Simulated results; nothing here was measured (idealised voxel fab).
process module | voxel transistor to metal
cross-section cut | 295 nm wide | cells 5 nm
A cross-section is a grid of square cells, given in bands from the top down. A band is one or more rows of cells.
Each band's line starts with the height of the band's top and of its bottom, in nm. Then come its materials from left to right, each with its width in nm. One material with "throughout" fills the band from edge to edge. "air" is empty space.
Height 0 is the level under which the wafer as received is all one material. The lowest band goes on downwards, as in "0 down".
A width such as "30 to 40" changes by the same amount from each row of cells to the next, from the band's top row to its bottom row.
"no change" after a step means that no cell of the cross-section changed.
closed voids: empty space of 8 cells or more with no open way to the top, each as width x height at its distance from the left edge, in nm
after a step's settings: what the simulator itself notes on the step
overlay nm, on a step with a mask: how far to the right of its planned place the mask lay; to the left if negative
Each pair below shows a cross-section before one step and the cross-section after it, down to the lowest band that changed. The line under each pair gives the step between them, with its settings. The pairs can come from different runs of this module on the same starting wafer, so a pair continues from the pair above only where its "before" says so.
before
  0 down: Si throughout
  closed voids: none
after
  0 to -5: SiO2 throughout
  below -5: unchanged
  closed voids: none
the step between: op OXIDIZE | depth nm 5
before: the cross-section after the pair above
after
  10 to 0: SiN throughout
  below 0: unchanged
  closed voids: none
the step between: op CONFORMAL_DEP | material SiN | thk nm 10
before: the cross-section after the pair above
after
  10 to 0: air 45 | SiN 90 | air 20 | SiN 90 | air 50
  below 0: unchanged
  closed voids: none
the step between: op MASKED_ETCH | tone cover | mask id ACTIVE | width nm 90 | pitch nm 110 | etch materials SiN | depth nm 10 | overlay nm 0
before: the cross-section after the pair above
after
  10 to 0: air 45 | SiN 90 | air 20 | SiN 90 | air 50
  0 to -5: air 45 | SiO2 90 | air 20 | SiO2 90 | air 50
  below -5: unchanged
  closed voids: none
the step between: op MASKED_ETCH | tone cover | mask id ACTIVE | width nm 90 | pitch nm 110 | etch materials SiO2 | depth nm 5 | overlay nm 0
before: the cross-section after the pair above
after
  10 to 0: air 45 | SiN 90 | air 20 | SiN 90 | air 50
  0 to -5: air 45 | SiO2 90 | air 20 | SiO2 90 | air 50
  -5 to -30: air 45 | Si 90 | air 20 | Si 90 | air 50
  below -30: unchanged
  closed voids: none
the step between: op MASKED_ETCH | tone cover | mask id ACTIVE | width nm 90 | pitch nm 110 | etch materials Si | depth nm 25 | overlay nm 0
before: the cross-section after the pair above
after
  25 to 10: SiO2 throughout
  10 to 0: SiO2 45 | SiN 90 | SiO2 20 | SiN 90 | SiO2 50
  0 to -5: SiO2 throughout
  -5 to -30: SiO2 45 | Si 90 | SiO2 20 | Si 90 | SiO2 50
  below -30: unchanged
  closed voids: none
the step between: op FILL_DEP | material SiO2 | thk nm 15
before: the cross-section after the pair above
after
  10 to 0: SiO2 45 | SiN 90 | SiO2 20 | SiN 90 | SiO2 50
  below 0: unchanged
  closed voids: none
the step between: op CMP | height nm 10
before: the cross-section after the pair above
after
  10 to 0: air 45 | SiN 90 | air 20 | SiN 90 | air 50
  below 0: unchanged
  closed voids: none
the step between: op SELECTIVE_ETCH | etch materials SiO2 | depth nm 10
before: the cross-section after the pair above
after
  0 to -5: SiO2 throughout
  below -5: unchanged
  closed voids: none
the step between: op STRIP | etch materials SiN
before: the cross-section after the pair above
after
  -5 to -30: SiO2 45 | Si 90 | SiO2 20 | Si 90 | SiO2 50
  below -30: unchanged
  closed voids: none
the step between: op SELECTIVE_ETCH | etch materials SiO2 | depth nm 5
before: the cross-section after the pair above
after
  -5 to -10: SiO2 throughout
  below -10: unchanged
  closed voids: none
the step between: op OXIDIZE | depth nm 5
before: the cross-section after the pair above
after
  20 to -5: polySi throughout
  below -5: unchanged
  closed voids: none
the step between: op DIRECTIONAL_DEP | material polySi | thk nm 25
before: the cross-section after the pair above
after
  30 to 20: SiCN throughout
  below 20: unchanged
  closed voids: none
the step between: op DIRECTIONAL_DEP | material SiCN | thk nm 10
before: the cross-section after the pair above
after
  30 to 20: air 80 | SiCN 20 | air 90 | SiCN 20 | air 85
  below 20: unchanged
  closed voids: none
the step between: op MASKED_ETCH | tone cover | mask id GATE | width nm 20 | pitch nm 110 | etch materials SiCN | depth nm 20 | overlay nm 0
before: the cross-section after the pair above
after
  30 to 20: air 80 | SiCN 20 | air 90 | SiCN 20 | air 85
  20 to -5: air 80 | polySi 20 | air 90 | polySi 20 | air 85
  below -5: unchanged
  closed voids: none
the step between: op MASKED_ETCH | tone cover | mask id GATE | width nm 20 | pitch nm 110 | etch materials polySi | depth nm 35 | overlay nm 0
before: the cross-section after the pair above
after
  35 to 30: air 75 | SiO2 30 | air 80 | SiO2 30 | air 80
  30 to 20: air 75 | SiO2 5 | SiCN 20 | SiO2 5 | air 80 | SiO2 5 | SiCN 20 | SiO2 5 | air 80
  20 to 0: air 75 | SiO2 5 | polySi 20 | SiO2 5 | air 80 | SiO2 5 | polySi 20 | SiO2 5 | air 80
  0 to -5: SiO2 80 | polySi 20 | SiO2 90 | polySi 20 | SiO2 85
  below -5: unchanged
  closed voids: none
the step between: op CONFORMAL_DEP | material SiO2 | thk nm 5
before: the cross-section after the pair above
after
  30 to 20: air 75 | SiO2 5 | SiCN 20 | SiO2 5 | air 80 | SiO2 5 | SiCN 20 | SiO2 5 | air 80
  20 to -5: air 75 | SiO2 5 | polySi 20 | SiO2 5 | air 80 | SiO2 5 | polySi 20 | SiO2 5 | air 80
  below -5: unchanged
  closed voids: none
the step between: op DIRECTIONAL_ETCH | etch materials SiO2 | depth nm 5
before: the cross-section after the pair above
after
  40 to 30: air 65 | SiN 50 | air 60 | SiN 50 | air 70
  30 to 20: air 65 | SiN 10 | SiO2 5 | SiCN 20 | SiO2 5 | SiN 10 | air 60 | SiN 10 | SiO2 5 | SiCN 20 | SiO2 5 | SiN 10 | air 70
  20 to 5: air 65 | SiN 10 | SiO2 5 | polySi 20 | SiO2 5 | SiN 10 | air 60 | SiN 10 | SiO2 5 | polySi 20 | SiO2 5 | SiN 10 | air 70
  5 to -5: SiN 75 | SiO2 5 | polySi 20 | SiO2 5 | SiN 80 | SiO2 5 | polySi 20 | SiO2 5 | SiN 80
  below -5: unchanged
  closed voids: none
the step between: op CONFORMAL_DEP | material SiN | thk nm 10
before: the cross-section after the pair above
after
  30 to 20: air 65 | SiN 10 | SiO2 5 | SiCN 20 | SiO2 5 | SiN 10 | air 60 | SiN 10 | SiO2 5 | SiCN 20 | SiO2 5 | SiN 10 | air 70
  20 to -5: air 65 | SiN 10 | SiO2 5 | polySi 20 | SiO2 5 | SiN 10 | air 60 | SiN 10 | SiO2 5 | polySi 20 | SiO2 5 | SiN 10 | air 70
  below -5: unchanged
  closed voids: none
the step between: op DIRECTIONAL_ETCH | etch materials SiN | depth nm 10
before: the cross-section after the pair above
after
  30 to 25: air 65 | SiN 10 | air 5 | SiCN 20 | air 5 | SiN 10 | air 60 | SiN 10 | air 5 | SiCN 20 | air 5 | SiN 10 | air 70
  25 to 20: air 65 | SiN 10 | SiO2 5 | SiCN 20 | SiO2 5 | SiN 10 | air 60 | SiN 10 | SiO2 5 | SiCN 20 | SiO2 5 | SiN 10 | air 70
  20 to -5: air 65 | SiN 10 | SiO2 5 | polySi 20 | SiO2 5 | SiN 10 | air 60 | SiN 10 | SiO2 5 | polySi 20 | SiO2 5 | SiN 10 | air 70
  -5 to -10: air 65 | SiO2 50 | air 60 | SiO2 50 | air 70
  below -10: unchanged
  closed voids: none
the step between: op DIRECTIONAL_ETCH | etch materials SiO2 | depth nm 5
before: the cross-section after the pair above
after
  30 to 25: air 65 | SiN 10 | air 5 | SiCN 20 | air 5 | SiN 10 | air 60 | SiN 10 | air 5 | SiCN 20 | air 5 | SiN 10 | air 70
  25 to 20: air 65 | SiN 10 | SiO2 5 | SiCN 20 | SiO2 5 | SiN 10 | air 60 | SiN 10 | SiO2 5 | SiCN 20 | SiO2 5 | SiN 10 | air 70
  20 to -5: air 65 | SiN 10 | SiO2 5 | polySi 20 | SiO2 5 | SiN 10 | air 60 | SiN 10 | SiO2 5 | polySi 20 | SiO2 5 | SiN 10 | air 70
  -5 to -10: air 65 | SiO2 50 | air 60 | SiO2 50 | air 70
  -10 to -15: SiO2 45 | air 20 | Si 50 | air 20 | SiO2 20 | air 20 | Si 50 | air 20 | SiO2 50
  below -15: unchanged
  closed voids: none
the step between: op DIRECTIONAL_ETCH | etch materials Si | depth nm 5
before: the cross-section after the pair above
after
  30 to 25: air 65 | SiN 10 | air 5 | SiCN 20 | air 5 | SiN 10 | air 60 | SiN 10 | air 5 | SiCN 20 | air 5 | SiN 10 | air 70
  25 to 20: air 65 | SiN 10 | SiO2 5 | SiCN 20 | SiO2 5 | SiN 10 | air 60 | SiN 10 | SiO2 5 | SiCN 20 | SiO2 5 | SiN 10 | air 70
  20 to 0: air 65 | SiN 10 | SiO2 5 | polySi 20 | SiO2 5 | SiN 10 | air 60 | SiN 10 | SiO2 5 | polySi 20 | SiO2 5 | SiN 10 | air 70
  0 to -5: air 55 | SiGe 10 | SiN 10 | SiO2 5 | polySi 20 | SiO2 5 | SiN 10 | SiGe 10 | air 40 | SiGe 10 | SiN 10 | SiO2 5 | polySi 20 | SiO2 5 | SiN 10 | SiGe 10 | air 60
  -5 to -10: air 40 | SiGe 25 | SiO2 50 | SiGe 25 | air 10 | SiGe 25 | SiO2 50 | SiGe 25 | air 45
  -10 to -15: SiO2 45 | SiGe 20 | Si 50 | SiGe 20 | SiO2 20 | SiGe 20 | Si 50 | SiGe 20 | SiO2 50
  below -15: unchanged
  closed voids: none
the step between: op EPI | material SiGe | thk nm 10
before: the cross-section after the pair above
after
  35 to 30: SiO2 throughout
  30 to 20: SiO2 65 | SiN 10 | SiO2 5 | SiCN 20 | SiO2 5 | SiN 10 | SiO2 60 | SiN 10 | SiO2 5 | SiCN 20 | SiO2 5 | SiN 10 | SiO2 70
  20 to 0: SiO2 65 | SiN 10 | SiO2 5 | polySi 20 | SiO2 5 | SiN 10 | SiO2 60 | SiN 10 | SiO2 5 | polySi 20 | SiO2 5 | SiN 10 | SiO2 70
  0 to -5: SiO2 55 | SiGe 10 | SiN 10 | SiO2 5 | polySi 20 | SiO2 5 | SiN 10 | SiGe 10 | SiO2 40 | SiGe 10 | SiN 10 | SiO2 5 | polySi 20 | SiO2 5 | SiN 10 | SiGe 10 | SiO2 60
  -5 to -10: SiO2 40 | SiGe 25 | SiO2 50 | SiGe 25 | SiO2 10 | SiGe 25 | SiO2 50 | SiGe 25 | SiO2 45
  below -10: unchanged
  closed voids: none
the step between: op FILL_DEP | material SiO2 | thk nm 5
before: the cross-section after the pair above
after
  30 to 20: SiO2 65 | SiN 10 | SiO2 5 | SiCN 20 | SiO2 5 | SiN 10 | SiO2 60 | SiN 10 | SiO2 5 | SiCN 20 | SiO2 5 | SiN 10 | SiO2 70
  below 20: unchanged
  closed voids: none
the step between: op CMP | height nm 30
before: the cross-section after the pair above
after
  40 to 30: SiO2 throughout
  below 30: unchanged
  closed voids: none
the step between: op DIRECTIONAL_DEP | material SiO2 | thk nm 10
before: the cross-section after the pair above
after
  60 to 40: resist 50 | air 15 | resist 50 | air 15 | resist 30 | air 15 | resist 50 | air 15 | resist 55
  below 40: unchanged
  closed voids: none
the step between: op PATTERN | tone open | mask id CONTACT | material resist | width nm 15 | thk nm 20 | overlay nm 0
before: the cross-section after the pair above
after
  60 to 40: resist 50 | air 15 | resist 50 | air 15 | resist 30 | air 15 | resist 50 | air 15 | resist 55
  40 to 30: SiO2 50 | air 15 | SiO2 50 | air 15 | SiO2 30 | air 15 | SiO2 50 | air 15 | SiO2 55
  30 to 20: SiO2 50 | air 15 | SiN 10 | SiO2 5 | SiCN 20 | SiO2 5 | SiN 10 | air 15 | SiO2 30 | air 15 | SiN 10 | SiO2 5 | SiCN 20 | SiO2 5 | SiN 10 | air 15 | SiO2 55
  20 to 0: SiO2 50 | air 15 | SiN 10 | SiO2 5 | polySi 20 | SiO2 5 | SiN 10 | air 15 | SiO2 30 | air 15 | SiN 10 | SiO2 5 | polySi 20 | SiO2 5 | SiN 10 | air 15 | SiO2 55
  0 to -5: SiO2 50 | air 5 | SiGe 10 | SiN 10 | SiO2 5 | polySi 20 | SiO2 5 | SiN 10 | SiGe 10 | air 5 | SiO2 30 | air 5 | SiGe 10 | SiN 10 | SiO2 5 | polySi 20 | SiO2 5 | SiN 10 | SiGe 10 | air 5 | SiO2 55
  below -5: unchanged
  closed voids: none
the step between: op DIRECTIONAL_ETCH | etch materials SiO2 | depth nm 45
before: the cross-section after the pair above
after
  40 to 30: SiO2 50 | air 15 | SiO2 50 | air 15 | SiO2 30 | air 15 | SiO2 50 | air 15 | SiO2 55
  below 30: unchanged
  closed voids: none
the step between: op STRIP | etch materials resist
before: the cross-section after the pair above
after
  45 to 40: TiN 55 | air 5 | TiN 60 | air 5 | TiN 40 | air 5 | TiN 60 | air 5 | TiN 60
  40 to 30: SiO2 50 | TiN 5 | air 5 | TiN 5 | SiO2 50 | TiN 5 | air 5 | TiN 5 | SiO2 30 | TiN 5 | air 5 | TiN 5 | SiO2 50 | TiN 5 | air 5 | TiN 5 | SiO2 55
  30 to 20: SiO2 50 | TiN 5 | air 5 | TiN 5 | SiN 10 | SiO2 5 | SiCN 20 | SiO2 5 | SiN 10 | TiN 5 | air 5 | TiN 5 | SiO2 30 | TiN 5 | air 5 | TiN 5 | SiN 10 | SiO2 5 | SiCN 20 | SiO2 5 | SiN 10 | TiN 5 | air 5 | TiN 5 | SiO2 55
  20 to 5: SiO2 50 | TiN 5 | air 5 | TiN 5 | SiN 10 | SiO2 5 | polySi 20 | SiO2 5 | SiN 10 | TiN 5 | air 5 | TiN 5 | SiO2 30 | TiN 5 | air 5 | TiN 5 | SiN 10 | SiO2 5 | polySi 20 | SiO2 5 | SiN 10 | TiN 5 | air 5 | TiN 5 | SiO2 55
  5 to 0: SiO2 50 | TiN 15 | SiN 10 | SiO2 5 | polySi 20 | SiO2 5 | SiN 10 | TiN 15 | SiO2 30 | TiN 15 | SiN 10 | SiO2 5 | polySi 20 | SiO2 5 | SiN 10 | TiN 15 | SiO2 55
  0 to -5: SiO2 50 | TiN 5 | SiGe 10 | SiN 10 | SiO2 5 | polySi 20 | SiO2 5 | SiN 10 | SiGe 10 | TiN 5 | SiO2 30 | TiN 5 | SiGe 10 | SiN 10 | SiO2 5 | polySi 20 | SiO2 5 | SiN 10 | SiGe 10 | TiN 5 | SiO2 55
  below -5: unchanged
  closed voids: none
the step between: op CONFORMAL_DEP | material TiN | thk nm 5
before: the cross-section after the pair above
after
  50 to 45: W throughout
  45 to 40: TiN 55 | W 5 | TiN 60 | W 5 | TiN 40 | W 5 | TiN 60 | W 5 | TiN 60
  40 to 30: SiO2 50 | TiN 5 | W 5 | TiN 5 | SiO2 50 | TiN 5 | W 5 | TiN 5 | SiO2 30 | TiN 5 | W 5 | TiN 5 | SiO2 50 | TiN 5 | W 5 | TiN 5 | SiO2 55
  30 to 20: SiO2 50 | TiN 5 | W 5 | TiN 5 | SiN 10 | SiO2 5 | SiCN 20 | SiO2 5 | SiN 10 | TiN 5 | W 5 | TiN 5 | SiO2 30 | TiN 5 | W 5 | TiN 5 | SiN 10 | SiO2 5 | SiCN 20 | SiO2 5 | SiN 10 | TiN 5 | W 5 | TiN 5 | SiO2 55
  20 to 5: SiO2 50 | TiN 5 | W 5 | TiN 5 | SiN 10 | SiO2 5 | polySi 20 | SiO2 5 | SiN 10 | TiN 5 | W 5 | TiN 5 | SiO2 30 | TiN 5 | W 5 | TiN 5 | SiN 10 | SiO2 5 | polySi 20 | SiO2 5 | SiN 10 | TiN 5 | W 5 | TiN 5 | SiO2 55
  below 5: unchanged
  closed voids: none
the step between: op FILL_DEP | material W | thk nm 5
before: the cross-section after the pair above
after
  40 to 30: SiO2 50 | TiN 5 | W 5 | TiN 5 | SiO2 50 | TiN 5 | W 5 | TiN 5 | SiO2 30 | TiN 5 | W 5 | TiN 5 | SiO2 50 | TiN 5 | W 5 | TiN 5 | SiO2 55
  below 30: unchanged
  closed voids: none
the step between: op CMP | height nm 40
before: the cross-section after the pair above
after
  45 to 40: TiN throughout
  below 40: unchanged
  closed voids: none
the step between: op DIRECTIONAL_DEP | material TiN | thk nm 5
before: the cross-section after the pair above
after
  70 to 45: Ru throughout
  below 45: unchanged
  closed voids: none
the step between: op DIRECTIONAL_DEP | material Ru | thk nm 25
before: the cross-section after the pair above
after
  70 to 45: air 50 | Ru 15 | air 50 | Ru 15 | air 30 | Ru 15 | air 50 | Ru 15 | air 55
  below 45: unchanged
  closed voids: none
the step between: op MASKED_ETCH | tone cover | mask id METAL_1 | width nm 15 | etch materials Ru | depth nm 25 | overlay nm 0
before: the cross-section after the pair above
after
  70 to 45: air 50 | Ru 15 | air 50 | Ru 15 | air 30 | Ru 15 | air 50 | Ru 15 | air 55
  45 to 40: air 50 | TiN 15 | air 50 | TiN 15 | air 30 | TiN 15 | air 50 | TiN 15 | air 55
  below 40: unchanged
  closed voids: none
the step between: op MASKED_ETCH | tone cover | mask id METAL_1 | width nm 15 | etch materials TiN | depth nm 5 | overlay nm 0
before: the cross-section after the pair above
after
  75 to 70: SiO2 throughout
  70 to 45: SiO2 50 | Ru 15 | SiO2 50 | Ru 15 | SiO2 30 | Ru 15 | SiO2 50 | Ru 15 | SiO2 55
  45 to 40: SiO2 50 | TiN 15 | SiO2 50 | TiN 15 | SiO2 30 | TiN 15 | SiO2 50 | TiN 15 | SiO2 55
  below 40: unchanged
  closed voids: none
the step between: op FILL_DEP | material SiO2 | thk nm 5
before: the cross-section after the pair above
after
  70 to 45: SiO2 50 | Ru 15 | SiO2 50 | Ru 15 | SiO2 30 | Ru 15 | SiO2 50 | Ru 15 | SiO2 55
  below 45: unchanged
  closed voids: none
the step between: op CMP | height nm 70
before: the cross-section after the pair above
after
  75 to 70: SiCN throughout
  below 70: unchanged
  closed voids: none
the step between: op CONFORMAL_DEP | material SiCN | thk nm 5
before: the cross-section after the pair above
after
  105 to 75: SiO2 throughout
  below 75: unchanged
  closed voids: none
the step between: op DIRECTIONAL_DEP | material SiO2 | thk nm 30
before: the cross-section after the pair above
after
  115 to 105: aC throughout
  below 105: unchanged
  closed voids: none
the step between: op DIRECTIONAL_DEP | material aC | thk nm 10
before: the cross-section after the pair above
after
  140 to 115: resist 50 | air 15 | resist 95 | air 15 | resist 120
  below 115: unchanged
  closed voids: none
the step between: op PATTERN | tone open | mask id METAL_2 | material resist | width nm 15 | pitch nm 110 | thk nm 25 | overlay nm 0
before: the cross-section after the pair above
after
  130 to 115: resist 50 | air 15 | resist 95 | air 15 | resist 120
  115 to 105: aC 50 | air 15 | aC 95 | air 15 | aC 120
  below 105: unchanged
  closed voids: none
the step between: op DIRECTIONAL_ETCH | etch materials aC | depth nm 10
before: the cross-section after the pair above
after
  115 to 105: aC 50 | air 15 | aC 95 | air 15 | aC 120
  below 105: unchanged
  closed voids: none
the step between: op STRIP | etch materials resist
before: the cross-section after the pair above
after
  115 to 105: aC 50 | air 15 | aC 95 | air 15 | aC 120
  105 to 90: SiO2 50 | air 15 | SiO2 95 | air 15 | SiO2 120
  below 90: unchanged
  closed voids: none
the step between: op DIRECTIONAL_ETCH | etch materials SiO2 | depth nm 15
before: the cross-section after the pair above
after
  105 to 90: SiO2 50 | air 15 | SiO2 95 | air 15 | SiO2 120
  below 90: unchanged
  closed voids: none
the step between: op STRIP | etch materials aC
before: the cross-section after the pair above
after
  105 to 75: SiO2 50 | air 15 | SiO2 95 | air 15 | SiO2 120
  below 75: unchanged
  closed voids: none
the step between: op MASKED_ETCH | tone open | mask id METAL_2_HOLES | width nm 15 | pitch nm 110 | etch materials SiO2 | depth nm 15 | overlay nm 0
before: the cross-section after the pair above
after
  105 to 75: SiO2 50 | air 15 | SiO2 95 | air 15 | SiO2 120
  75 to 70: SiCN 50 | air 15 | SiCN 95 | air 15 | SiCN 120
  below 70: unchanged
  closed voids: none
the step between: op MASKED_ETCH | tone open | mask id METAL_2_HOLES | width nm 15 | pitch nm 110 | etch materials SiCN | depth nm 5 | overlay nm 0
before: the cross-section after the pair above
after
  110 to 105: TiN 55 | air 5 | TiN 105 | air 5 | TiN 125
  105 to 75: SiO2 50 | TiN 5 | air 5 | TiN 5 | SiO2 95 | TiN 5 | air 5 | TiN 5 | SiO2 120
  75 to 70: SiCN 50 | TiN 15 | SiCN 95 | TiN 15 | SiCN 120
  below 70: unchanged
  closed voids: none
the step between: op CONFORMAL_DEP | material TiN | thk nm 5
before: the cross-section after the pair above
after
  120 to 110: Ru throughout
  110 to 105: TiN 55 | Ru 5 | TiN 105 | Ru 5 | TiN 125
  105 to 75: SiO2 50 | TiN 5 | Ru 5 | TiN 5 | SiO2 95 | TiN 5 | Ru 5 | TiN 5 | SiO2 120
  below 75: unchanged
  closed voids: none
the step between: op FILL_DEP | material Ru | thk nm 10
before: the cross-section after the pair above
after
  105 to 75: SiO2 50 | TiN 5 | Ru 5 | TiN 5 | SiO2 95 | TiN 5 | Ru 5 | TiN 5 | SiO2 120
  below 75: unchanged
  closed voids: none
the step between: op CMP | height nm 105
before: the cross-section after the pair above
after
  110 to 105: SiN throughout
  below 105: unchanged
  closed voids: none
the step between: op CONFORMAL_DEP | material SiN | thk nm 5
before
  25 to 10: SiO2 throughout
  10 to 0: SiO2 45 | SiN 90 | SiO2 20 | SiN 90 | SiO2 50
  0 to -5: SiO2 throughout
  -5 to -30: SiO2 45 | Si 90 | SiO2 20 | Si 90 | SiO2 50
  -30 down: Si throughout
  closed voids: none
after
  15 to 10: SiO2 throughout
  below 10: unchanged
  closed voids: none
the step between: op SELECTIVE_ETCH | etch materials SiO2 | depth nm 10
before: the cross-section after the pair above
after
  10 to 0: SiO2 45 | SiN 90 | SiO2 20 | SiN 90 | SiO2 50
  below 0: unchanged
  closed voids: none
the step between: op SELECTIVE_ETCH | etch materials SiO2 | depth nm 5
before: the cross-section after the pair above
after
  35 to 10: polySi throughout
  below 10: unchanged
  closed voids: none
the step between: op DIRECTIONAL_DEP | material polySi | thk nm 25
before: the cross-section after the pair above
after
  45 to 35: SiCN throughout
  below 35: unchanged
  closed voids: none
the step between: op DIRECTIONAL_DEP | material SiCN | thk nm 10
before: the cross-section after the pair above
after
  45 to 35: air 80 | SiCN 20 | air 90 | SiCN 20 | air 85
  below 35: unchanged
  closed voids: none
the step between: op MASKED_ETCH | tone cover | mask id GATE | width nm 20 | pitch nm 110 | etch materials SiCN | depth nm 20 | overlay nm 0
before: the cross-section after the pair above
after
  45 to 35: air 80 | SiCN 20 | air 90 | SiCN 20 | air 85
  35 to 10: air 80 | polySi 20 | air 90 | polySi 20 | air 85
  below 10: unchanged
  closed voids: none
the step between: op MASKED_ETCH | tone cover | mask id GATE | width nm 20 | pitch nm 110 | etch materials polySi | depth nm 35 | overlay nm 0
before: the cross-section after the pair above
after
  50 to 45: air 75 | SiO2 30 | air 80 | SiO2 30 | air 80
  45 to 35: air 75 | SiO2 5 | SiCN 20 | SiO2 5 | air 80 | SiO2 5 | SiCN 20 | SiO2 5 | air 80
  35 to 15: air 75 | SiO2 5 | polySi 20 | SiO2 5 | air 80 | SiO2 5 | polySi 20 | SiO2 5 | air 80
  15 to 10: SiO2 80 | polySi 20 | SiO2 90 | polySi 20 | SiO2 85
  below 10: unchanged
  closed voids: none
the step between: op CONFORMAL_DEP | material SiO2 | thk nm 5
before: the cross-section after the pair above
after
  45 to 35: air 75 | SiO2 5 | SiCN 20 | SiO2 5 | air 80 | SiO2 5 | SiCN 20 | SiO2 5 | air 80
  35 to 10: air 75 | SiO2 5 | polySi 20 | SiO2 5 | air 80 | SiO2 5 | polySi 20 | SiO2 5 | air 80
  below 10: unchanged
  closed voids: none
the step between: op DIRECTIONAL_ETCH | etch materials SiO2 | depth nm 5
before: the cross-section after the pair above
after
  55 to 45: air 65 | SiN 50 | air 60 | SiN 50 | air 70
  45 to 35: air 65 | SiN 10 | SiO2 5 | SiCN 20 | SiO2 5 | SiN 10 | air 60 | SiN 10 | SiO2 5 | SiCN 20 | SiO2 5 | SiN 10 | air 70
  35 to 20: air 65 | SiN 10 | SiO2 5 | polySi 20 | SiO2 5 | SiN 10 | air 60 | SiN 10 | SiO2 5 | polySi 20 | SiO2 5 | SiN 10 | air 70
  20 to 10: SiN 75 | SiO2 5 | polySi 20 | SiO2 5 | SiN 80 | SiO2 5 | polySi 20 | SiO2 5 | SiN 80
  below 10: unchanged
  closed voids: none
the step between: op CONFORMAL_DEP | material SiN | thk nm 10
before: the cross-section after the pair above
after
  45 to 35: air 65 | SiN 10 | SiO2 5 | SiCN 20 | SiO2 5 | SiN 10 | air 60 | SiN 10 | SiO2 5 | SiCN 20 | SiO2 5 | SiN 10 | air 70
  35 to 10: air 65 | SiN 10 | SiO2 5 | polySi 20 | SiO2 5 | SiN 10 | air 60 | SiN 10 | SiO2 5 | polySi 20 | SiO2 5 | SiN 10 | air 70
  below 10: unchanged
  closed voids: none
the step between: op DIRECTIONAL_ETCH | etch materials SiN | depth nm 10
before: the cross-section after the pair above
after
  45 to 40: air 65 | SiN 10 | air 5 | SiCN 20 | air 5 | SiN 10 | air 60 | SiN 10 | air 5 | SiCN 20 | air 5 | SiN 10 | air 70
  40 to 35: air 65 | SiN 10 | SiO2 5 | SiCN 20 | SiO2 5 | SiN 10 | air 60 | SiN 10 | SiO2 5 | SiCN 20 | SiO2 5 | SiN 10 | air 70
  35 to 10: air 65 | SiN 10 | SiO2 5 | polySi 20 | SiO2 5 | SiN 10 | air 60 | SiN 10 | SiO2 5 | polySi 20 | SiO2 5 | SiN 10 | air 70
  10 to 5: air 45 | SiN 90 | air 20 | SiN 90 | air 50
  below 5: unchanged
  closed voids: none
the step between: op DIRECTIONAL_ETCH | etch materials SiO2 | depth nm 5
before: the cross-section after the pair above
after
  50 to 45: SiO2 throughout
  45 to 35: SiO2 65 | SiN 10 | SiO2 5 | SiCN 20 | SiO2 5 | SiN 10 | SiO2 60 | SiN 10 | SiO2 5 | SiCN 20 | SiO2 5 | SiN 10 | SiO2 70
  35 to 10: SiO2 65 | SiN 10 | SiO2 5 | polySi 20 | SiO2 5 | SiN 10 | SiO2 60 | SiN 10 | SiO2 5 | polySi 20 | SiO2 5 | SiN 10 | SiO2 70
  10 to 0: SiO2 45 | SiN 90 | SiO2 20 | SiN 90 | SiO2 50
  below 0: unchanged
  closed voids: none
the step between: op FILL_DEP | material SiO2 | thk nm 5
before: the cross-section after the pair above
after
  30 to 10: SiO2 65 | SiN 10 | SiO2 5 | polySi 20 | SiO2 5 | SiN 10 | SiO2 60 | SiN 10 | SiO2 5 | polySi 20 | SiO2 5 | SiN 10 | SiO2 70
  below 10: unchanged
  closed voids: none
the step between: op CMP | height nm 30
before: the cross-section after the pair above
after
  40 to 30: SiO2 throughout
  below 30: unchanged
  closed voids: none
the step between: op DIRECTIONAL_DEP | material SiO2 | thk nm 10
before: the cross-section after the pair above
after
  60 to 40: resist 50 | air 15 | resist 50 | air 15 | resist 30 | air 15 | resist 50 | air 15 | resist 55
  below 40: unchanged
  closed voids: none
the step between: op PATTERN | tone open | mask id CONTACT | material resist | width nm 15 | thk nm 20 | overlay nm 0
before: the cross-section after the pair above
after
  60 to 40: resist 50 | air 15 | resist 50 | air 15 | resist 30 | air 15 | resist 50 | air 15 | resist 55
  40 to 30: SiO2 50 | air 15 | SiO2 50 | air 15 | SiO2 30 | air 15 | SiO2 50 | air 15 | SiO2 55
  30 to 10: SiO2 50 | air 15 | SiN 10 | SiO2 5 | polySi 20 | SiO2 5 | SiN 10 | air 15 | SiO2 30 | air 15 | SiN 10 | SiO2 5 | polySi 20 | SiO2 5 | SiN 10 | air 15 | SiO2 55
  below 10: unchanged
  closed voids: none
the step between: op DIRECTIONAL_ETCH | etch materials SiO2 | depth nm 45
before: the cross-section after the pair above
after
  40 to 30: SiO2 50 | air 15 | SiO2 50 | air 15 | SiO2 30 | air 15 | SiO2 50 | air 15 | SiO2 55
  below 30: unchanged
  closed voids: none
the step between: op STRIP | etch materials resist
before: the cross-section after the pair above
after
  45 to 40: TiN 55 | air 5 | TiN 60 | air 5 | TiN 40 | air 5 | TiN 60 | air 5 | TiN 60
  40 to 30: SiO2 50 | TiN 5 | air 5 | TiN 5 | SiO2 50 | TiN 5 | air 5 | TiN 5 | SiO2 30 | TiN 5 | air 5 | TiN 5 | SiO2 50 | TiN 5 | air 5 | TiN 5 | SiO2 55
  30 to 15: SiO2 50 | TiN 5 | air 5 | TiN 5 | SiN 10 | SiO2 5 | polySi 20 | SiO2 5 | SiN 10 | TiN 5 | air 5 | TiN 5 | SiO2 30 | TiN 5 | air 5 | TiN 5 | SiN 10 | SiO2 5 | polySi 20 | SiO2 5 | SiN 10 | TiN 5 | air 5 | TiN 5 | SiO2 55
  15 to 10: SiO2 50 | TiN 15 | SiN 10 | SiO2 5 | polySi 20 | SiO2 5 | SiN 10 | TiN 15 | SiO2 30 | TiN 15 | SiN 10 | SiO2 5 | polySi 20 | SiO2 5 | SiN 10 | TiN 15 | SiO2 55
  below 10: unchanged
  closed voids: none
the step between: op CONFORMAL_DEP | material TiN | thk nm 5
before: the cross-section after the pair above
after
  50 to 45: W throughout
  45 to 40: TiN 55 | W 5 | TiN 60 | W 5 | TiN 40 | W 5 | TiN 60 | W 5 | TiN 60
  40 to 30: SiO2 50 | TiN 5 | W 5 | TiN 5 | SiO2 50 | TiN 5 | W 5 | TiN 5 | SiO2 30 | TiN 5 | W 5 | TiN 5 | SiO2 50 | TiN 5 | W 5 | TiN 5 | SiO2 55
  30 to 15: SiO2 50 | TiN 5 | W 5 | TiN 5 | SiN 10 | SiO2 5 | polySi 20 | SiO2 5 | SiN 10 | TiN 5 | W 5 | TiN 5 | SiO2 30 | TiN 5 | W 5 | TiN 5 | SiN 10 | SiO2 5 | polySi 20 | SiO2 5 | SiN 10 | TiN 5 | W 5 | TiN 5 | SiO2 55
  below 15: unchanged
  closed voids: none
the step between: op FILL_DEP | material W | thk nm 5
before: the cross-section after the pair above
after
  40 to 30: SiO2 50 | TiN 5 | W 5 | TiN 5 | SiO2 50 | TiN 5 | W 5 | TiN 5 | SiO2 30 | TiN 5 | W 5 | TiN 5 | SiO2 50 | TiN 5 | W 5 | TiN 5 | SiO2 55
  below 30: unchanged
  closed voids: none
the step between: op CMP | height nm 40
